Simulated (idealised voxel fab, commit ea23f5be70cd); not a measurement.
process module | voxel air gaps
cross-section cut | 210 nm wide | cells 5 nm
A cross-section is a grid of square cells, given in bands from the top down. A band is one or more rows of cells.
Each band's line starts with the height of the band's top and of its bottom, in nm. Then come its materials from left to right, each with its width in nm. One material with "throughout" fills the band from edge to edge. "air" is empty space.
Height 0 is the level under which the wafer as received is all one material. The lowest band goes on downwards, as in "0 down".
A width such as "30 to 40" changes by the same amount from each row of cells to the next, from the band's top row to its bottom row.
"no change" after a step means that no cell of the cross-section changed.
closed voids: empty space of 8 cells or more with no open way to the top, each as width x height at its distance from the left edge, in nm
after a step's settings: what the simulator itself notes on the step
overlay nm, on a step with a mask: how far to the right of its planned place the mask lay; to the left if negative
plan
1 op RECEIVE | material Si
2 op CONFORMAL_DEP | material SiO2 | thk nm 5
3 op CONFORMAL_DEP | material SiCN | thk nm 5
4 op DIRECTIONAL_DEP | material lowk | thk nm 35
5 op MASKED_ETCH | tone open | mask id LINES | width nm 20 | pitch nm 50 | etch materials lowk | depth nm 35 | overlay nm 0
6 op CONFORMAL_DEP | material TiN | thk nm 5
7 op FILL_DEP | material W | thk nm 5
8 op CMP | height nm 50
9 op EPI | material Ru | thk nm 10
10 op SELECTIVE_ETCH | etch materials lowk | depth nm 45
11 op CONFORMAL_DEP | material SiCN | thk nm 5
varied across the wafers: thk nm of step 2. The plan shows the first wafer's value. All wafers start alike
first wafer as received, after step 1
  0 down: Si throughout
  closed voids: none
first wafer at the end, after step 11
  65 to 60: SiCN throughout
  60 to 50: Ru throughout
  50 to 45: TiN 25 | W 10 | TiN 40 | W 10 | TiN 40 | W 10 | TiN 40 | W 10 | TiN 25
  45 to 15: lowk 20 | TiN 5 | W 10 | TiN 5 | lowk 30 | TiN 5 | W 10 | TiN 5 | lowk 30 | TiN 5 | W 10 | TiN 5 | lowk 30 | TiN 5 | W 10 | TiN 5 | lowk 20
  15 to 10: lowk 20 | TiN 20 | lowk 30 | TiN 20 | lowk 30 | TiN 20 | lowk 30 | TiN 20 | lowk 20
  10 to 5: SiCN throughout
  5 to 0: SiO2 throughout
  0 down: Si throughout
  closed voids: none
last wafer at the end
  65 to 60: air 5 | SiCN 200 | air 5
  60 to 50: air 5 | SiCN 5 | Ru 40 | SiCN 10 | Ru 40 | SiCN 10 | Ru 40 | SiCN 10 | Ru 40 | SiCN 5 | air 5
  50 to 45: air 5 | SiCN 15 | TiN 5 | W 10 | TiN 5 | SiCN 30 | TiN 5 | W 10 | TiN 5 | SiCN 30 | TiN 5 | W 10 | TiN 5 | SiCN 30 | TiN 5 | W 10 | TiN 5 | SiCN 15 | air 5
  45 to 35: air 15 | SiCN 5 | TiN 5 | W 10 | TiN 5 | SiCN 5 | air 20 | SiCN 5 | TiN 5 | W 10 | TiN 5 | SiCN 5 | air 20 | SiCN 5 | TiN 5 | W 10 | TiN 5 | SiCN 5 | air 20 | SiCN 5 | TiN 5 | W 10 | TiN 5 | SiCN 5 | air 15
  35 to 30: SiCN 20 | TiN 20 | SiCN 30 | TiN 20 | SiCN 30 | TiN 20 | SiCN 30 | TiN 20 | SiCN 20
  30 to 25: SiCN throughout
  25 to 0: SiO2 throughout
  0 down: Si throughout
  closed voids: 20 x 10 at 45; 20 x 10 at 95; 20 x 10 at 145
each wafer at the end: cells of each material gained (+) or lost (-) since it was received, then its closed voids
thk nm 5 | +84 Ru | +84 SiCN | +42 SiO2 | +98 TiN | +56 W | +182 lowk | closed voids: none
thk nm 10 | +64 Ru | +188 SiCN | +84 SiO2 | +64 TiN | +48 W | closed voids: 20 x 25 at 45; 20 x 25 at 95; 20 x 25 at 145
thk nm 15 | +64 Ru | +180 SiCN | +126 SiO2 | +56 TiN | +40 W | closed voids: 20 x 20 at 45; 20 x 20 at 95; 20 x 20 at 145
thk nm 20 | +64 Ru | +172 SiCN | +168 SiO2 | +48 TiN | +32 W | closed voids: 20 x 15 at 45; 20 x 15 at 95; 20 x 15 at 145
thk nm 25 | +64 Ru | +164 SiCN | +210 SiO2 | +40 TiN | +24 W | closed voids: 20 x 10 at 45; 20 x 10 at 95; 20 x 10 at 145
